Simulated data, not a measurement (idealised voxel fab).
Process module in this document: voxel transistor to metal
Cross-sectional view cut (width: 265 nm; square cell size: 5 nm).
Think of the cross-section as a grid of square cells. We describe it in bands, top to bottom, and each band covers one or more rows of those cells. Quick guide to a band line: top height, bottom height (nm) up front; then every material left to right with its width in nm. Only one material and it's marked "throughout"? Then it fills the band edge to edge. And "empty" just means empty space. Where do heights start? At 0: under that level the wafer as delivered is made of one material only. And the lowest band has no floor; it just carries on downward, as in "0 -> down". Graded width ("30 to 40"): value in top row of band = first number; value in bottom row = second number; row-to-row change constant. It should be understood that the words "nothing different", when stated for a given step, signify that the cross-section underwent no change in any of its cells during that step. For the entry "closed voids", the listed items are empty spaces with no open way to the top whose size is 8 cells or more; each item follows the pattern width x height at distance, where distance is from the left edge and all three are in nm. On a step's line, text after the settings is the simulator commenting on that step. "overlay nm" denotes, for a step that has a mask, the displacement of the mask to the right of its planned place, with negative values corresponding to the left.
-- Steps planned for the process
1 RECEIVE with material Si
2 OXIDIZE with depth nm 5
3 CONFORMAL_DEP with material SiN, thk nm 15
4 MASKED_ETCH with tone cover, mask id ACTIVE, width nm 105, pitch nm 130, etch materials SiN, depth nm 15, overlay nm 0
5 MASKED_ETCH with tone cover, mask id ACTIVE, width nm 105, pitch nm 130, etch materials SiO2, depth nm 5, overlay nm 0
6 MASKED_ETCH with tone cover, mask id ACTIVE, width nm 105, pitch nm 130, etch materials Si, depth nm 30, overlay nm 0
7 OXIDIZE with depth nm 5
8 FILL_DEP with material SiO2, thk nm 5
9 CMP with height nm 15
10 SELECTIVE_ETCH with etch materials SiO2, depth nm 10
11 STRIP with etch materials SiN
12 SELECTIVE_ETCH with etch materials SiO2, depth nm 5
13 OXIDIZE with depth nm 5
14 DIRECTIONAL_DEP with material polySi, thk nm 20
15 DIRECTIONAL_DEP with material SiCN, thk nm 15
16 DIRECTIONAL_DEP with material aC, thk nm 15
17 PATTERN with tone cover, mask id GATE, material resist, width nm 15, pitch nm 130, thk nm 35, overlay nm 0
18 DIRECTIONAL_ETCH with etch materials aC, depth nm 15
19 STRIP with etch materials resist
20 DIRECTIONAL_ETCH with etch materials SiCN, depth nm 25
21 DIRECTIONAL_ETCH with etch materials polySi, depth nm 30
22 STRIP with etch materials aC
23 CONFORMAL_DEP with material SiO2, thk nm 5
24 DIRECTIONAL_ETCH with etch materials SiO2, depth nm 5
25 CONFORMAL_DEP with material SiN, thk nm 10
26 DIRECTIONAL_ETCH with etch materials SiN, depth nm 10
27 DIRECTIONAL_ETCH with etch materials SiO2, depth nm 5
28 DIRECTIONAL_ETCH with etch materials Si, depth nm 15
29 EPI with material SiGe, thk nm 15
30 FILL_DEP with material SiO2, thk nm 10
31 CMP with height nm 30
32 DIRECTIONAL_DEP with material SiO2, thk nm 10
33 DIRECTIONAL_DEP with material aC, thk nm 15
34 PATTERN with tone open, mask id CONTACT, material resist, width nm 35, thk nm 35, overlay nm 0
35 DIRECTIONAL_ETCH with etch materials aC, depth nm 15
36 STRIP with etch materials resist
37 DIRECTIONAL_ETCH with etch materials SiO2, depth nm 35
38 STRIP with etch materials aC
39 CONFORMAL_DEP with material TiN, thk nm 5
40 FILL_DEP with material Ru, thk nm 10
41 CMP with height nm 40
42 CONFORMAL_DEP with material SiN, thk nm 5
43 DIRECTIONAL_DEP with material SiO2, thk nm 20
44 MASKED_ETCH with tone open, mask id METAL_1, width nm 20, etch materials SiO2, depth nm 20, overlay nm 0
45 MASKED_ETCH with tone open, mask id METAL_1, width nm 20, etch materials SiN, depth nm 5, overlay nm -5
46 CONFORMAL_DEP with material TiN, thk nm 5
47 FILL_DEP with material Cu, thk nm 10
48 CMP with height nm 65
49 CONFORMAL_DEP with material SiCN, thk nm 5
For clarity, it should be stated that the wafers under discussion commence in an identical condition and differ with respect to the overlay nm of step 45, the plan indicating the value that the first wafer had.
-- First of several wafers, received after step 1, in cross-section
    0 -> down | Si throughout
    closed voids: none
-- Cross-sectional representation of the first of several wafers at the end of the module, i.e. after its terminal step, step 49
    70 -> 65 | SiCN throughout
    65 -> 50 | SiO2 (20), TiN (5), Cu (10), TiN (5), SiO2 (55), TiN (5), Cu (10), TiN (5), SiO2 (35), TiN (5), Cu (10), TiN (5), SiO2 (55), TiN (5), Cu (10), TiN (5), SiO2 (20)
    50 -> 45 | SiO2 (20), TiN (5), Cu (5), TiN (10), SiO2 (55), TiN (5), Cu (5), TiN (10), SiO2 (35), TiN (5), Cu (5), TiN (10), SiO2 (55), TiN (5), Cu (5), TiN (10), SiO2 (20)
    45 -> 40 | SiN (20), TiN (15), SiN (60), TiN (15), SiN (40), TiN (15), SiN (60), TiN (15), SiN (25)
    40 -> 30 | SiO2 (20), TiN (5), Ru (25 to 15), TiN (5 to 15), SiO2 (25), TiN (5 to 15), Ru (25 to 15), TiN (5), SiO2 (35), TiN (5), Ru (25 to 15), TiN (5 to 15), SiO2 (25), TiN (5 to 15), Ru (25 to 15), TiN (5), SiO2 (20)
    30 -> 15 | SiO2 (20), TiN (5), Ru (15), TiN (5), SiN (10), SiO2 (5), SiCN (15), SiO2 (5), SiN (10), TiN (5), Ru (15), TiN (5), SiO2 (35), TiN (5), Ru (15), TiN (5), SiN (10), SiO2 (5), SiCN (15), SiO2 (5), SiN (10), TiN (5), Ru (15), TiN (5), SiO2 (20)
    15 -> 10 | SiO2 (20), TiN (5), Ru (15), TiN (5), SiN (10), SiO2 (5), polySi (15), SiO2 (5), SiN (10), TiN (5), Ru (15), TiN (5), SiO2 (35), TiN (5), Ru (15), TiN (5), SiN (10), SiO2 (5), polySi (15), SiO2 (5), SiN (10), TiN (5), Ru (15), TiN (5), SiO2 (20)
    10 -> 5 | SiO2 (20), TiN (25), SiN (10), SiO2 (5), polySi (15), SiO2 (5), SiN (10), TiN (25), SiO2 (35), TiN (25), SiN (10), SiO2 (5), polySi (15), SiO2 (5), SiN (10), TiN (25), SiO2 (20)
    5 -> 0 | SiO2 (20), SiGe (25), SiN (10), SiO2 (5), polySi (15), SiO2 (5), SiN (10), SiGe (25), SiO2 (35), SiGe (25), SiN (10), SiO2 (5), polySi (15), SiO2 (5), SiN (10), SiGe (25), SiO2 (20)
    0 -> -5 | SiO2 (15), SiN (10), SiGe (20), SiN (10), SiO2 (5), polySi (15), SiO2 (5), SiN (10), SiGe (20), SiN (10), SiO2 (25), SiN (10), SiGe (20), SiN (10), SiO2 (5), polySi (15), SiO2 (5), SiN (10), SiGe (20), SiN (10), SiO2 (15)
    -5 -> -10 | SiO2 (25), SiGe (20), SiO2 (45), SiGe (20), SiO2 (45), SiGe (20), SiO2 (45), SiGe (20), SiO2 (25)
    -10 -> -25 | SiO2 (20), Si (5), SiGe (20), Si (45), SiGe (20), Si (5), SiO2 (35), Si (5), SiGe (20), Si (45), SiGe (20), Si (5), SiO2 (20)
    -25 -> -40 | SiO2 (20), Si (95), SiO2 (35), Si (95), SiO2 (20)
    -40 -> down | Si throughout
    closed voids: none
-- The module's end: a cross-section of the last wafer
    70 -> 65 | SiCN throughout
    65 -> 50 | SiO2 (20), TiN (5), Cu (10), TiN (5), SiO2 (55), TiN (5), Cu (10), TiN (5), SiO2 (35), TiN (5), Cu (10), TiN (5), SiO2 (55), TiN (5), Cu (10), TiN (5), SiO2 (20)
    50 -> 45 | SiO2 (20), TiN (10), Cu (5), TiN (5), SiO2 (55), TiN (10), Cu (5), TiN (5), SiO2 (35), TiN (10), Cu (5), TiN (5), SiO2 (55), TiN (10), Cu (5), TiN (5), SiO2 (20)
    45 -> 40 | SiN (25), TiN (15), SiN (60), TiN (15), SiN (40), TiN (15), SiN (60), TiN (15), SiN (20)
    40 -> 30 | SiO2 (20), TiN (5), Ru (25 to 15), TiN (5 to 15), SiO2 (25), TiN (5 to 15), Ru (25 to 15), TiN (5), SiO2 (35), TiN (5), Ru (25 to 15), TiN (5 to 15), SiO2 (25), TiN (5 to 15), Ru (25 to 15), TiN (5), SiO2 (20)
    30 -> 15 | SiO2 (20), TiN (5), Ru (15), TiN (5), SiN (10), SiO2 (5), SiCN (15), SiO2 (5), SiN (10), TiN (5), Ru (15), TiN (5), SiO2 (35), TiN (5), Ru (15), TiN (5), SiN (10), SiO2 (5), SiCN (15), SiO2 (5), SiN (10), TiN (5), Ru (15), TiN (5), SiO2 (20)
    15 -> 10 | SiO2 (20), TiN (5), Ru (15), TiN (5), SiN (10), SiO2 (5), polySi (15), SiO2 (5), SiN (10), TiN (5), Ru (15), TiN (5), SiO2 (35), TiN (5), Ru (15), TiN (5), SiN (10), SiO2 (5), polySi (15), SiO2 (5), SiN (10), TiN (5), Ru (15), TiN (5), SiO2 (20)
    10 -> 5 | SiO2 (20), TiN (25), SiN (10), SiO2 (5), polySi (15), SiO2 (5), SiN (10), TiN (25), SiO2 (35), TiN (25), SiN (10), SiO2 (5), polySi (15), SiO2 (5), SiN (10), TiN (25), SiO2 (20)
    5 -> 0 | SiO2 (20), SiGe (25), SiN (10), SiO2 (5), polySi (15), SiO2 (5), SiN (10), SiGe (25), SiO2 (35), SiGe (25), SiN (10), SiO2 (5), polySi (15), SiO2 (5), SiN (10), SiGe (25), SiO2 (20)
    0 -> -5 | SiO2 (15), SiN (10), SiGe (20), SiN (10), SiO2 (5), polySi (15), SiO2 (5), SiN (10), SiGe (20), SiN (10), SiO2 (25), SiN (10), SiGe (20), SiN (10), SiO2 (5), polySi (15), SiO2 (5), SiN (10), SiGe (20), SiN (10), SiO2 (15)
    -5 -> -10 | SiO2 (25), SiGe (20), SiO2 (45), SiGe (20), SiO2 (45), SiGe (20), SiO2 (45), SiGe (20), SiO2 (25)
    -10 -> -25 | SiO2 (20), Si (5), SiGe (20), Si (45), SiGe (20), Si (5), SiO2 (35), Si (5), SiGe (20), Si (45), SiGe (20), Si (5), SiO2 (20)
    -25 -> -40 | SiO2 (20), Si (95), SiO2 (35), Si (95), SiO2 (20)
    -40 -> down | Si throughout
    closed voids: none
-- For your reference, the table is organized with a row per wafer; each row reflects the wafer at the end of the module, indicating for each material the cells gained (+) or lost (-) since receipt, and thereafter its closed voids
overlay nm -5 | +28 Cu | +80 Ru | -244 Si | +71 SiCN | +100 SiGe | +105 SiN | +454 SiO2 | +124 TiN | +24 polySi | closed voids: none
overlay nm 0 | +32 Cu | +80 Ru | -244 Si | +71 SiCN | +100 SiGe | +101 SiN | +454 SiO2 | +124 TiN | +24 polySi | closed voids: none
overlay nm 5 | +28 Cu | +80 Ru | -244 Si | +71 SiCN | +100 SiGe | +105 SiN | +454 SiO2 | +124 TiN | +24 polySi | closed voids: none
